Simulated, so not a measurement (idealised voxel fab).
A process module follows: voxel self aligned vias.
This is section cut - it's 285 nm across, gridded in 5 nm square cells.
We lay out every cross-section as a grid of square cells and spell it out in bands from the top down, where one band means one or more rows of cells.
Each band's line starts with the height of the band's top and of its bottom, in nm. Then come its materials from left to right, each with its width in nm. One material with "throughout" fills the band from edge to edge. "blank" is empty space.
Counting heights begins at 0, where everything beneath is, in the wafer as received, one material. The lowest band has no bottom; it goes on downwards, as "0 nm and below" shows.
Graded width ("30 to 40"): value in top row of band = first number; value in bottom row = second number; row-to-row change constant.
For the purposes of this document, the phrase "no alterations made" attached to a step denotes that no cell within the cross-section was modified by that step.
"Voids, sealed" - sealed voids, min. 8 cells, no opening to top; format: width x height at distance (distance from left edge; nm throughout).
It should be noted that, on the line of a given step, the content following the step's settings is a remark produced by the simulator itself with respect to that step.
overlay nm: mask offset rightward from planned place, masked step; negative means leftward offset.
The steps planned for the process are as follows
| 1 | RECEIVE: material Si |
| 2 | CONFORMAL_DEP: material SiO2, thk nm 15 |
| 3 | CONFORMAL_DEP: material SiCN, thk nm 5 |
| 4 | DIRECTIONAL_DEP: material SiO2, thk nm 25 |
| 5 | DIRECTIONAL_DEP: material aC, thk nm 15 |
| 6 | PATTERN: tone open, mask id LINES, material resist, width nm 25, pitch nm 60, thk nm 35, overlay nm 0 |
| 7 | DIRECTIONAL_ETCH: etch materials aC, depth nm 15 |
| 8 | STRIP: etch materials resist |
| 9 | DIRECTIONAL_ETCH: etch materials SiO2, depth nm 25 |
| 10 | STRIP: etch materials aC |
| 11 | CONFORMAL_DEP: material TiN, thk nm 5 |
| 12 | FILL_DEP: material W, thk nm 5 |
| 13 | CMP: height nm 45 |
| 14 | SELECTIVE_ETCH: etch materials W Ru TiN, depth nm 10 |
| 15 | FILL_DEP: material SiN, thk nm 5 |
| 16 | CMP: height nm 45 |
| 17 | DIRECTIONAL_DEP: material SiO2, thk nm 15 |
| 18 | MASKED_ETCH: tone open, mask id VIAS, width nm 35, etch materials SiO2, depth nm 15, overlay nm 0 |
| 19 | MASKED_ETCH: tone open, mask id VIAS, width nm 35, etch materials SiN, depth nm 10, overlay nm 0 |
| 20 | CONFORMAL_DEP: material TiN, thk nm 5 |
| 21 | FILL_DEP: material Ru, thk nm 5 |
| 22 | CMP: height nm 60 |
| 23 | CONFORMAL_DEP: material SiN, thk nm 5 |
Cross-section of the wafer at receipt, which is the condition after step 1
0 nm and below | Si throughout
Voids, sealed: none
Module complete, cross-section. Starting point and plan per above. One mistake made in running the module
65 nm to 60 nm | SiN throughout
60 nm to 50 nm | SiO2 95, TiN 5, Ru 25, TiN 5, SiO2 155
50 nm to 45 nm | SiO2 95, TiN 35, SiO2 155
45 nm to 35 nm | SiN 95, TiN 5, SiO2 25, TiN 5, SiN 30, SiO2 25, SiN 100
35 nm to 25 nm | W 95, TiN 5, SiO2 25, TiN 5, W 25, TiN 5, SiO2 25, TiN 5, W 95
25 nm to 20 nm | TiN 100, SiO2 25, TiN 35, SiO2 25, TiN 100
20 nm to 15 nm | SiCN throughout
15 nm to 0 nm | SiO2 throughout
0 nm and below | Si throughout
Voids, sealed: none
What was done differently from what was planned? in deviation from the planned setting, step 6 was conducted as PATTERN: tone cover, mask id LINES, material resist, width nm 25, pitch nm 60, thk nm 35, overlay nm 0
